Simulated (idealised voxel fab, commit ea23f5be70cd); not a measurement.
Process module, titled voxel trench capacitor
It is cross-section cut that appears here, measuring 250 nm in width, its square cells being 5 nm in size.
A cross-section is a grid of square cells, given in bands from the top down. A band is one or more rows of cells. The entry gives the band's vertical extent as a top height and a bottom height in nm, then its horizontal make-up as materials from left to right, each with a width in nm. "empty" stands for empty space; a single material marked "throughout" fills the band edge to edge. The reference from which all heights are counted is 0, the level beneath which the as-received wafer is entirely one material; the lowest band, having no lower bound, proceeds downward and is written after the example "0 nm and below". Width: "30..40" (first number = top row, second number = bottom row, same change from row to row of cells). Key: "everything unchanged" - step with no changed cell in the cross-section. Look at "Entrapped voids" for the closed voids: empty spaces with no open path to the top, sized 8 cells or up. Each is width x height at distance, distance from the left edge, all nm. Read whatever lies past the settings on a step's line as the simulator's own remark about the step. overlay nm: how far to the right of its planned place the mask lay on this masked step (negative: to the left).

## Process steps (planned)
- 1: RECEIVE [material Si]
- 2: CONFORMAL_DEP [material SiN] [thk nm 10]
- 3: DIRECTIONAL_DEP [material aC] [thk nm 10]
- 4: PATTERN [tone open] [mask id TRENCH] [material resist] [width nm 15] [pitch nm 40] [thk nm 25] [overlay nm 0]
- 5: DIRECTIONAL_ETCH [etch materials aC] [depth nm 10]
- 6: STRIP [etch materials resist]
- 7: DIRECTIONAL_ETCH [etch materials SiN] [depth nm 10]
- 8: DIRECTIONAL_ETCH [etch materials Si] [depth nm 40]
- 9: STRIP [etch materials aC]
- 10: CONFORMAL_DEP [material SiO2] [thk nm 5]
- 11: FILL_DEP [material polySi] [thk nm 10]
- 12: CMP [height nm 10]

## First wafer, two in total, run as planned

## Wafer at receipt (post step 1), cross-section
  0 nm and below  Si throughout
  Entrapped voids: none

## After step 2, in cross-section
  10 nm to 0 nm  SiN throughout
  Below 0 it's all the same as before, nothing changed down there.

## After step 3, in cross-section
  20 nm to 10 nm  aC throughout
  Below 10 it's all the same as before, nothing changed down there.

## After step 4, in cross-section
  45 nm to 20 nm  resist: 75  empty: 15  resist: 25  empty: 15  resist: 25  empty: 15  resist: 80
  Below 20 it's all the same as before, nothing changed down there.

## After step 5, in cross-section
  35 nm to 20 nm  resist: 75  empty: 15  resist: 25  empty: 15  resist: 25  empty: 15  resist: 80
  20 nm to 10 nm  aC: 75  empty: 15  aC: 25  empty: 15  aC: 25  empty: 15  aC: 80
  Below 10 it's all the same as before, nothing changed down there.

## After step 6, in cross-section
  20 nm to 10 nm  aC: 75  empty: 15  aC: 25  empty: 15  aC: 25  empty: 15  aC: 80
  Below 10 it's all the same as before, nothing changed down there.

## After step 7, in cross-section
  20 nm to 10 nm  aC: 75  empty: 15  aC: 25  empty: 15  aC: 25  empty: 15  aC: 80
  10 nm to 0 nm  SiN: 75  empty: 15  SiN: 25  empty: 15  SiN: 25  empty: 15  SiN: 80
  Below 0 it's all the same as before, nothing changed down there.

## After step 8, in cross-section
  20 nm to 10 nm  aC: 75  empty: 15  aC: 25  empty: 15  aC: 25  empty: 15  aC: 80
  10 nm to 0 nm  SiN: 75  empty: 15  SiN: 25  empty: 15  SiN: 25  empty: 15  SiN: 80
  0 nm to -40 nm  Si: 75  empty: 15  Si: 25  empty: 15  Si: 25  empty: 15  Si: 80
  Below -40 it's all the same as before, nothing changed down there.

## After step 9, in cross-section
  10 nm to 0 nm  SiN: 75  empty: 15  SiN: 25  empty: 15  SiN: 25  empty: 15  SiN: 80
  Below 0 it's all the same as before, nothing changed down there.

## After step 10, in cross-section
  15 nm to 10 nm  SiO2: 80  empty: 5  SiO2: 35  empty: 5  SiO2: 35  empty: 5  SiO2: 85
  10 nm to 0 nm  SiN: 75  SiO2: 5  empty: 5  SiO2: 5  SiN: 25  SiO2: 5  empty: 5  SiO2: 5  SiN: 25  SiO2: 5  empty: 5  SiO2: 5  SiN: 80
  0 nm to -35 nm  Si: 75  SiO2: 5  empty: 5  SiO2: 5  Si: 25  SiO2: 5  empty: 5  SiO2: 5  Si: 25  SiO2: 5  empty: 5  SiO2: 5  Si: 80
  -35 nm to -40 nm  Si: 75  SiO2: 15  Si: 25  SiO2: 15  Si: 25  SiO2: 15  Si: 80
  Below -40 it's all the same as before, nothing changed down there.

## After step 11, in cross-section
  25 nm to 15 nm  polySi throughout
  15 nm to 10 nm  SiO2: 80  polySi: 5  SiO2: 35  polySi: 5  SiO2: 35  polySi: 5  SiO2: 85
  10 nm to 0 nm  SiN: 75  SiO2: 5  polySi: 5  SiO2: 5  SiN: 25  SiO2: 5  polySi: 5  SiO2: 5  SiN: 25  SiO2: 5  polySi: 5  SiO2: 5  SiN: 80
  0 nm to -35 nm  Si: 75  SiO2: 5  polySi: 5  SiO2: 5  Si: 25  SiO2: 5  polySi: 5  SiO2: 5  Si: 25  SiO2: 5  polySi: 5  SiO2: 5  Si: 80
  Below -35 it's all the same as before, nothing changed down there.

## After step 12, in cross-section
  10 nm to 0 nm  SiN: 75  SiO2: 5  polySi: 5  SiO2: 5  SiN: 25  SiO2: 5  polySi: 5  SiO2: 5  SiN: 25  SiO2: 5  polySi: 5  SiO2: 5  SiN: 80
  Below 0 it's all the same as before, nothing changed down there.

## For the second wafer, take the first wafer's start and plan, then add one mistake made in running it; everything through step 3, that step included, is shared with the first

## Cross-sectional view of the second wafer at the intended end time of process step 4
  45 nm to 20 nm  resist: 70  empty: 15  resist: 25  empty: 15  resist: 25  empty: 15  resist: 85
  Below 20 it's all the same as before, nothing changed down there.

## Cross-sectional view of the second wafer at the intended end time of process step 5
  35 nm to 20 nm  resist: 70  empty: 15  resist: 25  empty: 15  resist: 25  empty: 15  resist: 85
  20 nm to 10 nm  aC: 70  empty: 15  aC: 25  empty: 15  aC: 25  empty: 15  aC: 85
  Below 10 it's all the same as before, nothing changed down there.

## Cross-sectional view of the second wafer at the intended end time of process step 6
  20 nm to 10 nm  aC: 70  empty: 15  aC: 25  empty: 15  aC: 25  empty: 15  aC: 85
  Below 10 it's all the same as before, nothing changed down there.

## Cross-sectional view of the second wafer at the intended end time of process step 7
  20 nm to 10 nm  aC: 70  empty: 15  aC: 25  empty: 15  aC: 25  empty: 15  aC: 85
  10 nm to 0 nm  SiN: 70  empty: 15  SiN: 25  empty: 15  SiN: 25  empty: 15  SiN: 85
  Below 0 it's all the same as before, nothing changed down there.

## Cross-sectional view of the second wafer at the intended end time of process step 8
  20 nm to 10 nm  aC: 70  empty: 15  aC: 25  empty: 15  aC: 25  empty: 15  aC: 85
  10 nm to 0 nm  SiN: 70  empty: 15  SiN: 25  empty: 15  SiN: 25  empty: 15  SiN: 85
  0 nm to -40 nm  Si: 70  empty: 15  Si: 25  empty: 15  Si: 25  empty: 15  Si: 85
  Below -40 it's all the same as before, nothing changed down there.

## Cross-sectional view of the second wafer at the intended end time of process step 9
  10 nm to 0 nm  SiN: 70  empty: 15  SiN: 25  empty: 15  SiN: 25  empty: 15  SiN: 85
  Below 0 it's all the same as before, nothing changed down there.

## Cross-sectional view of the second wafer at the intended end time of process step 10
  15 nm to 10 nm  SiO2: 75  empty: 5  SiO2: 35  empty: 5  SiO2: 35  empty: 5  SiO2: 90
  10 nm to 0 nm  SiN: 70  SiO2: 5  empty: 5  SiO2: 5  SiN: 25  SiO2: 5  empty: 5  SiO2: 5  SiN: 25  SiO2: 5  empty: 5  SiO2: 5  SiN: 85
  0 nm to -35 nm  Si: 70  SiO2: 5  empty: 5  SiO2: 5  Si: 25  SiO2: 5  empty: 5  SiO2: 5  Si: 25  SiO2: 5  empty: 5  SiO2: 5  Si: 85
  -35 nm to -40 nm  Si: 70  SiO2: 15  Si: 25  SiO2: 15  Si: 25  SiO2: 15  Si: 85
  Below -40 it's all the same as before, nothing changed down there.

## Cross-sectional view of the second wafer at the intended end time of process step 11
  25 nm to 15 nm  polySi throughout
  15 nm to 10 nm  SiO2: 75  polySi: 5  SiO2: 35  polySi: 5  SiO2: 35  polySi: 5  SiO2: 90
  10 nm to 0 nm  SiN: 70  SiO2: 5  polySi: 5  SiO2: 5  SiN: 25  SiO2: 5  polySi: 5  SiO2: 5  SiN: 25  SiO2: 5  polySi: 5  SiO2: 5  SiN: 85
  0 nm to -35 nm  Si: 70  SiO2: 5  polySi: 5  SiO2: 5  Si: 25  SiO2: 5  polySi: 5  SiO2: 5  Si: 25  SiO2: 5  polySi: 5  SiO2: 5  Si: 85
  Below -35 it's all the same as before, nothing changed down there.

## Cross-sectional view of the second wafer at the intended end time of process step 12
  10 nm to 0 nm  SiN: 70  SiO2: 5  polySi: 5  SiO2: 5  SiN: 25  SiO2: 5  polySi: 5  SiO2: 5  SiN: 25  SiO2: 5  polySi: 5  SiO2: 5  SiN: 85
  Below 0 it's all the same as before, nothing changed down there.
Which mistake was made when the wafer was run? for step 4, the planned setting was not used; the step was instead run as PATTERN [tone open] [mask id TRENCH] [material resist] [width nm 15] [pitch nm 40] [thk nm 25] [overlay nm -5]
Cell counts per material: same on both final wafers. Positions: different.
